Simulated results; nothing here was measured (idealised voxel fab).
Herein follows the process module entitled voxel transistor to metal.
The figure presents cross-section cut, which has a width of 150 nm and is divided into square cells with an edge length of 5 nm.
A cross-section is written here as square cells arranged in a grid, and it is given in bands from the top down, each band taking up one or more rows of cells. Per band: top height and bottom height in nm, followed by the left-to-right materials and their widths in nm; "full width" marks a single material spanning edge to edge, "air" marks empty space. Where do heights start? At 0: under that level the wafer as delivered is made of one material only. And the lowest band has no floor; it just carries on downward, as in "top 0, no bottom". The notation "30->40" denotes a width that varies across the rows of cells in the band, beginning at the first number in the top row, finishing at the second number in the bottom row, and changing by an identical amount from each row to the next. The designation "remains unaltered", where it is given for a processing step, indicates that no cell of the cross-section was altered in the course of that step. The entry titled "Sealed void inventory" provides the empty spaces that have no open way to the top, restricted to those of 8 cells or more. Each is presented as width x height at distance, the distance being measured from the left edge, with all three in nm. Anything after a step's settings on that line? It's the simulator's own note about the step. A step's line can hold "overlay nm"; with a mask on that step, the setting says how far right of the planned place the mask lay, while a negative setting says it lay to the left. What follows is a series of pairs. Each pair shows a cross-section before one process step and the cross-section after it, and the after view is drawn only down to the lowest band that changed. Beneath each pair is the step that lies between the two, with its settings. Pairs may come from different runs of this module on the same starting wafer, so a pair continues from the one above it only where its entry headed "State before step" says so.

State before step:
top 70, bottom 55: lowk full width
top 55, bottom 50: SiN full width
top 50, bottom 40: 30 of SiO2, then 5 of TiN, then 20 of W, then 5 of TiN, then 25 of SiO2, then 5 of TiN, then 20 of W, then 5 of TiN, then 35 of SiO2
top 40, bottom 35: 30 of SiO2, then 5 of TiN, then 10 of W, then 15 of TiN, then 25 of SiO2, then 15 of TiN, then 10 of W, then 5 of TiN, then 35 of SiO2
top 35, bottom 20: 30 of SiO2, then 5 of TiN, then 10 of W, then 5 of TiN, then 10 of SiN, then 5 of SiO2, then 15 of SiCN, then 5 of SiO2, then 10 of SiN, then 5 of TiN, then 10 of W, then 5 of TiN, then 35 of SiO2
top 20, bottom 0: 30 of SiO2, then 5 of TiN, then 10 of W, then 5 of TiN, then 10 of SiN, then 5 of SiO2, then 15 of polySi, then 5 of SiO2, then 10 of SiN, then 5 of TiN, then 10 of W, then 5 of TiN, then 35 of SiO2
top 0, bottom -5: 30 of SiO2, then 20 of TiN, then 10 of SiN, then 5 of SiO2, then 15 of polySi, then 5 of SiO2, then 10 of SiN, then 20 of TiN, then 35 of SiO2
top -5, bottom -10: 15 of SiO2, then 10 of SiN, then 5 of SiO2, then 20 of SiGe, then 45 of SiO2, then 20 of SiGe, then 5 of SiO2, then 10 of SiN, then 20 of SiO2
top -10, bottom -15: 15 of SiO2, then 10 of SiN, then 10 of SiO2, then 75 of Si, then 10 of SiO2, then 10 of SiN, then 20 of SiO2
top -15, bottom -20: 35 of SiO2, then 75 of Si, then 40 of SiO2
top -20, bottom -45: 30 of SiO2, then 85 of Si, then 35 of SiO2
top -45, no bottom: Si full width
Sealed void inventory: none

Sectional Result:
top 70, bottom 55: 30 of lowk, then 15 of air, then 55 of lowk, then 15 of air, then 35 of lowk
Anything lower than 55 is untouched.
Sealed void inventory: none
Step applied between the pre-step and post-step cross-sections shown above: MASKED_ETCH, tone open, mask id METAL_1, width nm 15, pitch nm 70, etch materials lowk, depth nm 15, overlay nm 0

State before step: cross-section not repeated; it is the one shown after the step in the pair just above.

Sectional Result:
top 70, bottom 55: 30 of lowk, then 15 of air, then 55 of lowk, then 15 of air, then 35 of lowk
top 55, bottom 50: 30 of SiN, then 15 of air, then 55 of SiN, then 15 of air, then 35 of SiN
Anything lower than 50 is untouched.
Sealed void inventory: none
Step applied between the pre-step and post-step cross-sections shown above: MASKED_ETCH, tone open, mask id METAL_1, width nm 15, pitch nm 70, etch materials SiN, depth nm 5, overlay nm 0

State before step: cross-section not repeated; it is the one shown after the step in the pair just above.

Sectional Result:
top 75, bottom 70: 35 of TiN, then 5 of air, then 65 of TiN, then 5 of air, then 40 of TiN
top 70, bottom 55: 30 of lowk, then 5 of TiN, then 5 of air, then 5 of TiN, then 55 of lowk, then 5 of TiN, then 5 of air, then 5 of TiN, then 35 of lowk
top 55, bottom 50: 30 of SiN, then 15 of TiN, then 55 of SiN, then 15 of TiN, then 35 of SiN
Anything lower than 50 is untouched.
Sealed void inventory: none
Step applied between the pre-step and post-step cross-sections shown above: CONFORMAL_DEP, material TiN, thk nm 5

State before step: cross-section not repeated; it is the one shown after the step in the pair just above.

Sectional Result:
top 80, bottom 75: Cu full width
top 75, bottom 70: 35 of TiN, then 5 of Cu, then 65 of TiN, then 5 of Cu, then 40 of TiN
top 70, bottom 55: 30 of lowk, then 5 of TiN, then 5 of Cu, then 5 of TiN, then 55 of lowk, then 5 of TiN, then 5 of Cu, then 5 of TiN, then 35 of lowk
Anything lower than 55 is untouched.
Sealed void inventory: none
Step applied between the pre-step and post-step cross-sections shown above: FILL_DEP, material Cu, thk nm 5

State before step: cross-section not repeated; it is the one shown after the step in the pair just above.

Sectional Result:
top 70, bottom 55: 30 of lowk, then 5 of TiN, then 5 of Cu, then 5 of TiN, then 55 of lowk, then 5 of TiN, then 5 of Cu, then 5 of TiN, then 35 of lowk
Anything lower than 55 is untouched.
Sealed void inventory: none
Step applied between the pre-step and post-step cross-sections shown above: CMP, height nm 70

State before step: cross-section not repeated; it is the one shown after the step in the pair just above.

Sectional Result:
top 75, bottom 70: SiCN full width
Anything lower than 70 is untouched.
Sealed void inventory: none
Step applied between the pre-step and post-step cross-sections shown above: CONFORMAL_DEP, material SiCN, thk nm 5

State before step:
top 50, bottom 35: SiO2 full width
top 35, bottom 20: 50 of SiO2, then 10 of SiN, then 5 of SiO2, then 15 of SiCN, then 5 of SiO2, then 10 of SiN, then 55 of SiO2
top 20, bottom 5: 50 of SiO2, then 10 of SiN, then 5 of SiO2, then 15 of polySi, then 5 of SiO2, then 10 of SiN, then 55 of SiO2
top 5, bottom -5: 25 of SiO2, then 10 of SiN, then 15 of SiO2, then 10 of SiN, then 5 of SiO2, then 15 of polySi, then 5 of SiO2, then 10 of SiN, then 15 of SiO2, then 10 of SiN, then 30 of SiO2
top -5, bottom -10: 35 of SiO2, then 15 of SiGe, then 45 of SiO2, then 15 of SiGe, then 40 of SiO2
top -10, bottom -45: 30 of SiO2, then 85 of Si, then 35 of SiO2
top -45, no bottom: Si full width
Sealed void inventory: none

Sectional Result:
top 50, bottom 35: 25 of SiO2, then 40 of air, then 15 of SiO2, then 40 of air, then 30 of SiO2
top 35, bottom 20: 25 of SiO2, then 25 of air, then 10 of SiN, then 5 of air, then 15 of SiCN, then 5 of air, then 10 of SiN, then 25 of air, then 30 of SiO2
top 20, bottom 5: 25 of SiO2, then 25 of air, then 10 of SiN, then 5 of air, then 15 of polySi, then 5 of air, then 10 of SiN, then 25 of air, then 30 of SiO2
top 5, bottom -5: 25 of SiO2, then 10 of SiN, then 15 of air, then 10 of SiN, then 5 of air, then 15 of polySi, then 5 of air, then 10 of SiN, then 15 of air, then 10 of SiN, then 30 of SiO2
Anything lower than -5 is untouched.
Sealed void inventory: none
Step applied between the pre-step and post-step cross-sections shown above: MASKED_ETCH, tone open, mask id CONTACT, width nm 40, pitch nm 55, etch materials SiO2, depth nm 55, overlay nm 0

State before step: cross-section not repeated; it is the one shown after the step in the pair just above.

Sectional Result:
top 55, bottom 50: 30 of TiN, then 30 of air, then 25 of TiN, then 30 of air, then 35 of TiN
top 50, bottom 40: 25 of SiO2, then 5 of TiN, then 30 of air, then 5 of TiN, then 15 of SiO2, then 5 of TiN, then 30 of air, then 5 of TiN, then 30 of SiO2
top 40, bottom 35: 25 of SiO2, then 5 of TiN, then 15 of air, then 20 of TiN, then 15 of SiO2, then 20 of TiN, then 15 of air, then 5 of TiN, then 30 of SiO2
top 35, bottom 20: 25 of SiO2, then 5 of TiN, then 15 of air, then 5 of TiN, then 10 of SiN, then 5 of TiN, then 15 of SiCN, then 5 of TiN, then 10 of SiN, then 5 of TiN, then 15 of air, then 5 of TiN, then 30 of SiO2
top 20, bottom 10: 25 of SiO2, then 5 of TiN, then 15 of air, then 5 of TiN, then 10 of SiN, then 5 of TiN, then 15 of polySi, then 5 of TiN, then 10 of SiN, then 5 of TiN, then 15 of air, then 5 of TiN, then 30 of SiO2
top 10, bottom 5: 25 of SiO2, then 15 of TiN, then 5 of air, then 5 of TiN, then 10 of SiN, then 5 of TiN, then 15 of polySi, then 5 of TiN, then 10 of SiN, then 5 of TiN, then 5 of air, then 15 of TiN, then 30 of SiO2
top 5, bottom 0: 25 of SiO2, then 10 of SiN, then 5 of TiN, then 5 of air, then 5 of TiN, then 10 of SiN, then 5 of TiN, then 15 of polySi, then 5 of TiN, then 10 of SiN, then 5 of TiN, then 5 of air, then 5 of TiN, then 10 of SiN, then 30 of SiO2
top 0, bottom -5: 25 of SiO2, then 10 of SiN, then 15 of TiN, then 10 of SiN, then 5 of TiN, then 15 of polySi, then 5 of TiN, then 10 of SiN, then 15 of TiN, then 10 of SiN, then 30 of SiO2
Anything lower than -5 is untouched.
Sealed void inventory: none
Step applied between the pre-step and post-step cross-sections shown above: CONFORMAL_DEP, material TiN, thk nm 5

State before step: cross-section not repeated; it is the one shown after the step in the pair just above.

Sectional Result:
top 60, bottom 55: W full width
top 55, bottom 50: 30 of TiN, then 30 of W, then 25 of TiN, then 30 of W, then 35 of TiN
top 50, bottom 40: 25 of SiO2, then 5 of TiN, then 30 of W, then 5 of TiN, then 15 of SiO2, then 5 of TiN, then 30 of W, then 5 of TiN, then 30 of SiO2
top 40, bottom 35: 25 of SiO2, then 5 of TiN, then 15 of W, then 20 of TiN, then 15 of SiO2, then 20 of TiN, then 15 of W, then 5 of TiN, then 30 of SiO2
top 35, bottom 20: 25 of SiO2, then 5 of TiN, then 15 of W, then 5 of TiN, then 10 of SiN, then 5 of TiN, then 15 of SiCN, then 5 of TiN, then 10 of SiN, then 5 of TiN, then 15 of W, then 5 of TiN, then 30 of SiO2
top 20, bottom 10: 25 of SiO2, then 5 of TiN, then 15 of W, then 5 of TiN, then 10 of SiN, then 5 of TiN, then 15 of polySi, then 5 of TiN, then 10 of SiN, then 5 of TiN, then 15 of W, then 5 of TiN, then 30 of SiO2
top 10, bottom 5: 25 of SiO2, then 15 of TiN, then 5 of W, then 5 of TiN, then 10 of SiN, then 5 of TiN, then 15 of polySi, then 5 of TiN, then 10 of SiN, then 5 of TiN, then 5 of W, then 15 of TiN, then 30 of SiO2
top 5, bottom 0: 25 of SiO2, then 10 of SiN, then 5 of TiN, then 5 of W, then 5 of TiN, then 10 of SiN, then 5 of TiN, then 15 of polySi, then 5 of TiN, then 10 of SiN, then 5 of TiN, then 5 of W, then 5 of TiN, then 10 of SiN, then 30 of SiO2
Anything lower than 0 is untouched.
Sealed void inventory: none
Step applied between the pre-step and post-step cross-sections shown above: FILL_DEP, material W, thk nm 5

State before step: cross-section not repeated; it is the one shown after the step in the pair just above.

Sectional Result:
top 50, bottom 40: 25 of SiO2, then 5 of TiN, then 30 of W, then 5 of TiN, then 15 of SiO2, then 5 of TiN, then 30 of W, then 5 of TiN, then 30 of SiO2
Anything lower than 40 is untouched.
Sealed void inventory: none
Step applied between the pre-step and post-step cross-sections shown above: CMP, height nm 50

State before step: cross-section not repeated; it is the one shown after the step in the pair just above.

Sectional Result:
top 55, bottom 50: SiN full width
Anything lower than 50 is untouched.
Sealed void inventory: none
Step applied between the pre-step and post-step cross-sections shown above: CONFORMAL_DEP, material SiN, thk nm 5

State before step: cross-section not repeated; it is the one shown after the step in the pair just above.

Sectional Result:
top 70, bottom 55: lowk full width
Anything lower than 55 is untouched.
Sealed void inventory: none
Step applied between the pre-step and post-step cross-sections shown above: DIRECTIONAL_DEP, material lowk, thk nm 15

State before step: cross-section not repeated; it is the one shown after the step in the pair just above.

Sectional Result:
top 70, bottom 55: 30 of lowk, then 15 of air, then 55 of lowk, then 15 of air, then 35 of lowk
Anything lower than 55 is untouched.
Sealed void inventory: none
Step applied between the pre-step and post-step cross-sections shown above: MASKED_ETCH, tone open, mask id METAL_1, width nm 15, pitch nm 70, etch materials lowk, depth nm 15, overlay nm 0

State before step: cross-section not repeated; it is the one shown after the step in the pair just above.

Sectional Result:
top 70, bottom 55: 30 of lowk, then 15 of air, then 55 of lowk, then 15 of air, then 35 of lowk
top 55, bottom 50: 30 of SiN, then 15 of air, then 55 of SiN, then 15 of air, then 35 of SiN
Anything lower than 50 is untouched.
Sealed void inventory: none
Step applied between the pre-step and post-step cross-sections shown above: MASKED_ETCH, tone open, mask id METAL_1, width nm 15, pitch nm 70, etch materials SiN, depth nm 5, overlay nm 0

State before step: cross-section not repeated; it is the one shown after the step in the pair just above.

Sectional Result:
top 75, bottom 70: 35 of TiN, then 5 of air, then 65 of TiN, then 5 of air, then 40 of TiN
top 70, bottom 55: 30 of lowk, then 5 of TiN, then 5 of air, then 5 of TiN, then 55 of lowk, then 5 of TiN, then 5 of air, then 5 of TiN, then 35 of lowk
top 55, bottom 50: 30 of SiN, then 15 of TiN, then 55 of SiN, then 15 of TiN, then 35 of SiN
Anything lower than 50 is untouched.
Sealed void inventory: none
Step applied between the pre-step and post-step cross-sections shown above: CONFORMAL_DEP, material TiN, thk nm 5

State before step: cross-section not repeated; it is the one shown after the step in the pair just above.

Sectional Result:
top 80, bottom 75: Cu full width
top 75, bottom 70: 35 of TiN, then 5 of Cu, then 65 of TiN, then 5 of Cu, then 40 of TiN
top 70, bottom 55: 30 of lowk, then 5 of TiN, then 5 of Cu, then 5 of TiN, then 55 of lowk, then 5 of TiN, then 5 of Cu, then 5 of TiN, then 35 of lowk
Anything lower than 55 is untouched.
Sealed void inventory: none
Step applied between the pre-step and post-step cross-sections shown above: FILL_DEP, material Cu, thk nm 5

State before step: cross-section not repeated; it is the one shown after the step in the pair just above.

Sectional Result:
top 70, bottom 55: 30 of lowk, then 5 of TiN, then 5 of Cu, then 5 of TiN, then 55 of lowk, then 5 of TiN, then 5 of Cu, then 5 of TiN, then 35 of lowk
Anything lower than 55 is untouched.
Sealed void inventory: none
Step applied between the pre-step and post-step cross-sections shown above: CMP, height nm 70

State before step: cross-section not repeated; it is the one shown after the step in the pair just above.

Sectional Result:
top 75, bottom 70: SiCN full width
Anything lower than 70 is untouched.
Sealed void inventory: none
Step applied between the pre-step and post-step cross-sections shown above: CONFORMAL_DEP, material SiCN, thk nm 5

State before step:
top 50, bottom 35: SiO2 full width
top 35, bottom 20: 50 of SiO2, then 10 of SiN, then 5 of SiO2, then 15 of SiCN, then 5 of SiO2, then 10 of SiN, then 55 of SiO2
top 20, bottom 5: 50 of SiO2, then 10 of SiN, then 5 of SiO2, then 15 of polySi, then 5 of SiO2, then 10 of SiN, then 55 of SiO2
top 5, bottom -5: 25 of SiO2, then 10 of SiN, then 15 of SiO2, then 10 of SiN, then 5 of SiO2, then 15 of polySi, then 5 of SiO2, then 10 of SiN, then 15 of SiO2, then 10 of SiN, then 30 of SiO2
top -5, bottom -10: 35 of SiO2, then 15 of SiGe, then 45 of SiO2, then 15 of SiGe, then 40 of SiO2
top -10, bottom -45: 30 of SiO2, then 85 of Si, then 35 of SiO2
top -45, no bottom: Si full width
Sealed void inventory: none

Sectional Result:
top 50, bottom 35: 20 of SiO2, then 30 of air, then 25 of SiO2, then 30 of air, then 45 of SiO2
top 35, bottom 20: 20 of SiO2, then 30 of air, then 10 of SiN, then 5 of SiO2, then 15 of SiCN, then 5 of air, then 10 of SiN, then 10 of air, then 45 of SiO2
top 20, bottom 5: 20 of SiO2, then 30 of air, then 10 of SiN, then 5 of SiO2, then 15 of polySi, then 5 of air, then 10 of SiN, then 10 of air, then 45 of SiO2
top 5, bottom -5: 20 of SiO2, then 5 of air, then 10 of SiN, then 15 of air, then 10 of SiN, then 5 of SiO2, then 15 of polySi, then 5 of air, then 10 of SiN, then 10 of air, then 5 of SiO2, then 10 of SiN, then 30 of SiO2
Anything lower than -5 is untouched.
Sealed void inventory: none
Step applied between the pre-step and post-step cross-sections shown above: MASKED_ETCH, tone open, mask id CONTACT, width nm 30, pitch nm 55, etch materials SiO2, depth nm 55, overlay nm -10

State before step: cross-section not repeated; it is the one shown after the step in the pair just above.

Sectional Result:
top 55, bottom 50: 25 of TiN, then 20 of air, then 35 of TiN, then 20 of air, then 50 of TiN
top 50, bottom 40: 20 of SiO2, then 5 of TiN, then 20 of air, then 5 of TiN, then 25 of SiO2, then 5 of TiN, then 20 of air, then 5 of TiN, then 45 of SiO2
top 40, bottom 35: 20 of SiO2, then 5 of TiN, then 20 of air, then 5 of TiN, then 25 of SiO2, then 30 of TiN, then 45 of SiO2
top 35, bottom 20: 20 of SiO2, then 5 of TiN, then 20 of air, then 5 of TiN, then 10 of SiN, then 5 of SiO2, then 15 of SiCN, then 5 of TiN, then 10 of SiN, then 10 of TiN, then 45 of SiO2
top 20, bottom 10: 20 of SiO2, then 5 of TiN, then 20 of air, then 5 of TiN, then 10 of SiN, then 5 of SiO2, then 15 of polySi, then 5 of TiN, then 10 of SiN, then 10 of TiN, then 45 of SiO2
top 10, bottom 5: 20 of SiO2, then 20 of TiN, then 5 of air, then 5 of TiN, then 10 of SiN, then 5 of SiO2, then 15 of polySi, then 5 of TiN, then 10 of SiN, then 10 of TiN, then 45 of SiO2
top 5, bottom 0: 20 of SiO2, then 5 of TiN, then 10 of SiN, then 5 of TiN, then 5 of air, then 5 of TiN, then 10 of SiN, then 5 of SiO2, then 15 of polySi, then 5 of TiN, then 10 of SiN, then 10 of TiN, then 5 of SiO2, then 10 of SiN, then 30 of SiO2
top 0, bottom -5: 20 of SiO2, then 5 of TiN, then 10 of SiN, then 15 of TiN, then 10 of SiN, then 5 of SiO2, then 15 of polySi, then 5 of TiN, then 10 of SiN, then 10 of TiN, then 5 of SiO2, then 10 of SiN, then 30 of SiO2
Anything lower than -5 is untouched.
Sealed void inventory: none
Step applied between the pre-step and post-step cross-sections shown above: CONFORMAL_DEP, material TiN, thk nm 5

State before step: cross-section not repeated; it is the one shown after the step in the pair just above.

Sectional Result:
top 60, bottom 55: W full width
top 55, bottom 50: 25 of TiN, then 20 of W, then 35 of TiN, then 20 of W, then 50 of TiN
top 50, bottom 40: 20 of SiO2, then 5 of TiN, then 20 of W, then 5 of TiN, then 25 of SiO2, then 5 of TiN, then 20 of W, then 5 of TiN, then 45 of SiO2
top 40, bottom 35: 20 of SiO2, then 5 of TiN, then 20 of W, then 5 of TiN, then 25 of SiO2, then 30 of TiN, then 45 of SiO2
top 35, bottom 20: 20 of SiO2, then 5 of TiN, then 20 of W, then 5 of TiN, then 10 of SiN, then 5 of SiO2, then 15 of SiCN, then 5 of TiN, then 10 of SiN, then 10 of TiN, then 45 of SiO2
top 20, bottom 10: 20 of SiO2, then 5 of TiN, then 20 of W, then 5 of TiN, then 10 of SiN, then 5 of SiO2, then 15 of polySi, then 5 of TiN, then 10 of SiN, then 10 of TiN, then 45 of SiO2
top 10, bottom 5: 20 of SiO2, then 20 of TiN, then 5 of W, then 5 of TiN, then 10 of SiN, then 5 of SiO2, then 15 of polySi, then 5 of TiN, then 10 of SiN, then 10 of TiN, then 45 of SiO2
top 5, bottom 0: 20 of SiO2, then 5 of TiN, then 10 of SiN, then 5 of TiN, then 5 of W, then 5 of TiN, then 10 of SiN, then 5 of SiO2, then 15 of polySi, then 5 of TiN, then 10 of SiN, then 10 of TiN, then 5 of SiO2, then 10 of SiN, then 30 of SiO2
Anything lower than 0 is untouched.
Sealed void inventory: none
Step applied between the pre-step and post-step cross-sections shown above: FILL_DEP, material W, thk nm 5

State before step: cross-section not repeated; it is the one shown after the step in the pair just above.

Sectional Result:
top 50, bottom 40: 20 of SiO2, then 5 of TiN, then 20 of W, then 5 of TiN, then 25 of SiO2, then 5 of TiN, then 20 of W, then 5 of TiN, then 45 of SiO2
Anything lower than 40 is untouched.
Sealed void inventory: none
Step applied between the pre-step and post-step cross-sections shown above: CMP, height nm 50

State before step: cross-section not repeated; it is the one shown after the step in the pair just above.

Sectional Result:
top 55, bottom 50: SiN full width
Anything lower than 50 is untouched.
Sealed void inventory: none
Step applied between the pre-step and post-step cross-sections shown above: CONFORMAL_DEP, material SiN, thk nm 5

State before step: cross-section not repeated; it is the one shown after the step in the pair just above.

Sectional Result:
top 70, bottom 55: lowk full width
Anything lower than 55 is untouched.
Sealed void inventory: none
Step applied between the pre-step and post-step cross-sections shown above: DIRECTIONAL_DEP, material lowk, thk nm 15

State before step: cross-section not repeated; it is the one shown after the step in the pair just above.

Sectional Result:
top 70, bottom 55: 30 of lowk, then 15 of air, then 55 of lowk, then 15 of air, then 35 of lowk
Anything lower than 55 is untouched.
Sealed void inventory: none
Step applied between the pre-step and post-step cross-sections shown above: MASKED_ETCH, tone open, mask id METAL_1, width nm 15, pitch nm 70, etch materials lowk, depth nm 15, overlay nm 0

State before step: cross-section not repeated; it is the one shown after the step in the pair just above.

Sectional Result:
top 70, bottom 55: 30 of lowk, then 15 of air, then 55 of lowk, then 15 of air, then 35 of lowk
top 55, bottom 50: 30 of SiN, then 15 of air, then 55 of SiN, then 15 of air, then 35 of SiN
Anything lower than 50 is untouched.
Sealed void inventory: none
Step applied between the pre-step and post-step cross-sections shown above: MASKED_ETCH, tone open, mask id METAL_1, width nm 15, pitch nm 70, etch materials SiN, depth nm 5, overlay nm 0

State before step: cross-section not repeated; it is the one shown after the step in the pair just above.

Sectional Result:
top 75, bottom 70: 35 of TiN, then 5 of air, then 65 of TiN, then 5 of air, then 40 of TiN
top 70, bottom 55: 30 of lowk, then 5 of TiN, then 5 of air, then 5 of TiN, then 55 of lowk, then 5 of TiN, then 5 of air, then 5 of TiN, then 35 of lowk
top 55, bottom 50: 30 of SiN, then 15 of TiN, then 55 of SiN, then 15 of TiN, then 35 of SiN
Anything lower than 50 is untouched.
Sealed void inventory: none
Step applied between the pre-step and post-step cross-sections shown above: CONFORMAL_DEP, material TiN, thk nm 5

State before step: cross-section not repeated; it is the one shown after the step in the pair just above.

Sectional Result:
top 80, bottom 75: Cu full width
top 75, bottom 70: 35 of TiN, then 5 of Cu, then 65 of TiN, then 5 of Cu, then 40 of TiN
top 70, bottom 55: 30 of lowk, then 5 of TiN, then 5 of Cu, then 5 of TiN, then 55 of lowk, then 5 of TiN, then 5 of Cu, then 5 of TiN, then 35 of lowk
Anything lower than 55 is untouched.
Sealed void inventory: none
Step applied between the pre-step and post-step cross-sections shown above: FILL_DEP, material Cu, thk nm 5

State before step: cross-section not repeated; it is the one shown after the step in the pair just above.

Sectional Result:
top 70, bottom 55: 30 of lowk, then 5 of TiN, then 5 of Cu, then 5 of TiN, then 55 of lowk, then 5 of TiN, then 5 of Cu, then 5 of TiN, then 35 of lowk
Anything lower than 55 is untouched.
Sealed void inventory: none
Step applied between the pre-step and post-step cross-sections shown above: CMP, height nm 70

State before step: cross-section not repeated; it is the one shown after the step in the pair just above.

Sectional Result:
top 75, bottom 70: SiCN full width
Anything lower than 70 is untouched.
Sealed void inventory: none
Step applied between the pre-step and post-step cross-sections shown above: CONFORMAL_DEP, material SiCN, thk nm 5

State before step:
top 0, bottom -5: SiO2 full width
top -5, no bottom: Si full width
Sealed void inventory: none

Sectional Result:
top 15, bottom 0: lowk full width
Anything lower than 0 is untouched.
Sealed void inventory: none
Step applied between the pre-step and post-step cross-sections shown above: CONFORMAL_DEP, material lowk, thk nm 15

State before step: cross-section not repeated; it is the one shown after the step in the pair just above.

Sectional Result:
top 30, bottom 15: aC full width
Anything lower than 15 is untouched.
Sealed void inventory: none
Step applied between the pre-step and post-step cross-sections shown above: DIRECTIONAL_DEP, material aC, thk nm 15

State before step: cross-section not repeated; it is the one shown after the step in the pair just above.

Sectional Result:
top 60, bottom 30: 25 of air, then 95 of resist, then 30 of air
Anything lower than 30 is untouched.
Sealed void inventory: none
Step applied between the pre-step and post-step cross-sections shown above: PATTERN, tone cover, mask id ACTIVE, material resist, width nm 95, thk nm 30, overlay nm 0

State before step: cross-section not repeated; it is the one shown after the step in the pair just above.

Sectional Result:
top 45, bottom 30: 25 of air, then 95 of resist, then 30 of air
top 30, bottom 15: 25 of air, then 95 of aC, then 30 of air
Anything lower than 15 is untouched.
Sealed void inventory: none
Step applied between the pre-step and post-step cross-sections shown above: DIRECTIONAL_ETCH, etch materials aC, depth nm 15

State before step: cross-section not repeated; it is the one shown after the step in the pair just above.

Sectional Result:
top 30, bottom 15: 25 of air, then 95 of aC, then 30 of air
Anything lower than 15 is untouched.
Sealed void inventory: none
Step applied between the pre-step and post-step cross-sections shown above: STRIP, etch materials resist

State before step: cross-section not repeated; it is the one shown after the step in the pair just above.

Sectional Result:
top 15, bottom 0: lowk full width
Anything lower than 0 is untouched.
Sealed void inventory: none
Step applied between the pre-step and post-step cross-sections shown above: STRIP, etch materials aC

State before step: cross-section not repeated; it is the one shown after the step in the pair just above.

Sectional Result:
top 20, bottom 15: SiO2 full width
Anything lower than 15 is untouched.
Sealed void inventory: none
Step applied between the pre-step and post-step cross-sections shown above: FILL_DEP, material SiO2, thk nm 5

State before step: cross-section not repeated; it is the one shown after the step in the pair just above.

Sectional Result:
top 15, bottom 0: lowk full width
Anything lower than 0 is untouched.
Sealed void inventory: none
Step applied between the pre-step and post-step cross-sections shown above: CMP, height nm 15

State before step: cross-section not repeated; it is the one shown after the step in the pair just above.

Sectional Result:
top 40, bottom 15: polySi full width
Anything lower than 15 is untouched.
Sealed void inventory: none
Step applied between the pre-step and post-step cross-sections shown above: DIRECTIONAL_DEP, material polySi, thk nm 25

State before step: cross-section not repeated; it is the one shown after the step in the pair just above.

Sectional Result:
top 55, bottom 40: SiCN full width
Anything lower than 40 is untouched.
Sealed void inventory: none
Step applied between the pre-step and post-step cross-sections shown above: DIRECTIONAL_DEP, material SiCN, thk nm 15

State before step: cross-section not repeated; it is the one shown after the step in the pair just above.

Sectional Result:
top 65, bottom 55: aC full width
Anything lower than 55 is untouched.
Sealed void inventory: none
Step applied between the pre-step and post-step cross-sections shown above: DIRECTIONAL_DEP, material aC, thk nm 10

State before step: cross-section not repeated; it is the one shown after the step in the pair just above.

Sectional Result:
top 95, bottom 65: 65 of air, then 15 of resist, then 70 of air
Anything lower than 65 is untouched.
Sealed void inventory: none
Step applied between the pre-step and post-step cross-sections shown above: PATTERN, tone cover, mask id GATE, material resist, width nm 15, thk nm 30, overlay nm 0

State before step: cross-section not repeated; it is the one shown after the step in the pair just above.

Sectional Result:
top 85, bottom 65: 65 of air, then 15 of resist, then 70 of air
top 65, bottom 55: 65 of air, then 15 of aC, then 70 of air
Anything lower than 55 is untouched.
Sealed void inventory: none
Step applied between the pre-step and post-step cross-sections shown above: DIRECTIONAL_ETCH, etch materials aC, depth nm 10

State before step: cross-section not repeated; it is the one shown after the step in the pair just above.

Sectional Result:
top 65, bottom 55: 65 of air, then 15 of aC, then 70 of air
Anything lower than 55 is untouched.
Sealed void inventory: none
Step applied between the pre-step and post-step cross-sections shown above: STRIP, etch materials resist

State before step: cross-section not repeated; it is the one shown after the step in the pair just above.

Sectional Result:
top 65, bottom 55: 65 of air, then 15 of aC, then 70 of air
top 55, bottom 40: 65 of air, then 15 of SiCN, then 70 of air
Anything lower than 40 is untouched.
Sealed void inventory: none
Step applied between the pre-step and post-step cross-sections shown above: DIRECTIONAL_ETCH, etch materials SiCN, depth nm 25

State before step: cross-section not repeated; it is the one shown after the step in the pair just above.

Sectional Result:
top 65, bottom 55: 65 of air, then 15 of aC, then 70 of air
top 55, bottom 40: 65 of air, then 15 of SiCN, then 70 of air
top 40, bottom 15: 65 of air, then 15 of polySi, then 70 of air
Anything lower than 15 is untouched.
Sealed void inventory: none
Step applied between the pre-step and post-step cross-sections shown above: DIRECTIONAL_ETCH, etch materials polySi, depth nm 35

State before step: cross-section not repeated; it is the one shown after the step in the pair just above.

Sectional Result:
top 55, bottom 40: 65 of air, then 15 of SiCN, then 70 of air
Anything lower than 40 is untouched.
Sealed void inventory: none
Step applied between the pre-step and post-step cross-sections shown above: STRIP, etch materials aC

State before step: cross-section not repeated; it is the one shown after the step in the pair just above.

Sectional Result:
top 60, bottom 55: 60 of air, then 25 of SiO2, then 65 of air
top 55, bottom 40: 60 of air, then 5 of SiO2, then 15 of SiCN, then 5 of SiO2, then 65 of air
top 40, bottom 20: 60 of air, then 5 of SiO2, then 15 of polySi, then 5 of SiO2, then 65 of air
top 20, bottom 15: 65 of SiO2, then 15 of polySi, then 70 of SiO2
Anything lower than 15 is untouched.
Sealed void inventory: none
Step applied between the pre-step and post-step cross-sections shown above: CONFORMAL_DEP, material SiO2, thk nm 5

State before step: cross-section not repeated; it is the one shown after the step in the pair just above.

Sectional Result:
top 55, bottom 40: 60 of air, then 5 of SiO2, then 15 of SiCN, then 5 of SiO2, then 65 of air
top 40, bottom 15: 60 of air, then 5 of SiO2, then 15 of polySi, then 5 of SiO2, then 65 of air
Anything lower than 15 is untouched.
Sealed void inventory: none
Step applied between the pre-step and post-step cross-sections shown above: DIRECTIONAL_ETCH, etch materials SiO2, depth nm 5

State before step: cross-section not repeated; it is the one shown after the step in the pair just above.

Sectional Result:
top 65, bottom 55: 50 of air, then 45 of SiN, then 55 of air
top 55, bottom 40: 50 of air, then 10 of SiN, then 5 of SiO2, then 15 of SiCN, then 5 of SiO2, then 10 of SiN, then 55 of air
top 40, bottom 25: 50 of air, then 10 of SiN, then 5 of SiO2, then 15 of polySi, then 5 of SiO2, then 10 of SiN, then 55 of air
top 25, bottom 15: 60 of SiN, then 5 of SiO2, then 15 of polySi, then 5 of SiO2, then 65 of SiN
Anything lower than 15 is untouched.
Sealed void inventory: none
Step applied between the pre-step and post-step cross-sections shown above: CONFORMAL_DEP, material SiN, thk nm 10

State before step: cross-section not repeated; it is the one shown after the step in the pair just above.

Sectional Result:
top 55, bottom 40: 50 of air, then 10 of SiN, then 5 of SiO2, then 15 of SiCN, then 5 of SiO2, then 10 of SiN, then 55 of air
top 40, bottom 15: 50 of air, then 10 of SiN, then 5 of SiO2, then 15 of polySi, then 5 of SiO2, then 10 of SiN, then 55 of air
Anything lower than 15 is untouched.
Sealed void inventory: none
Step applied between the pre-step and post-step cross-sections shown above: DIRECTIONAL_ETCH, etch materials SiN, depth nm 10
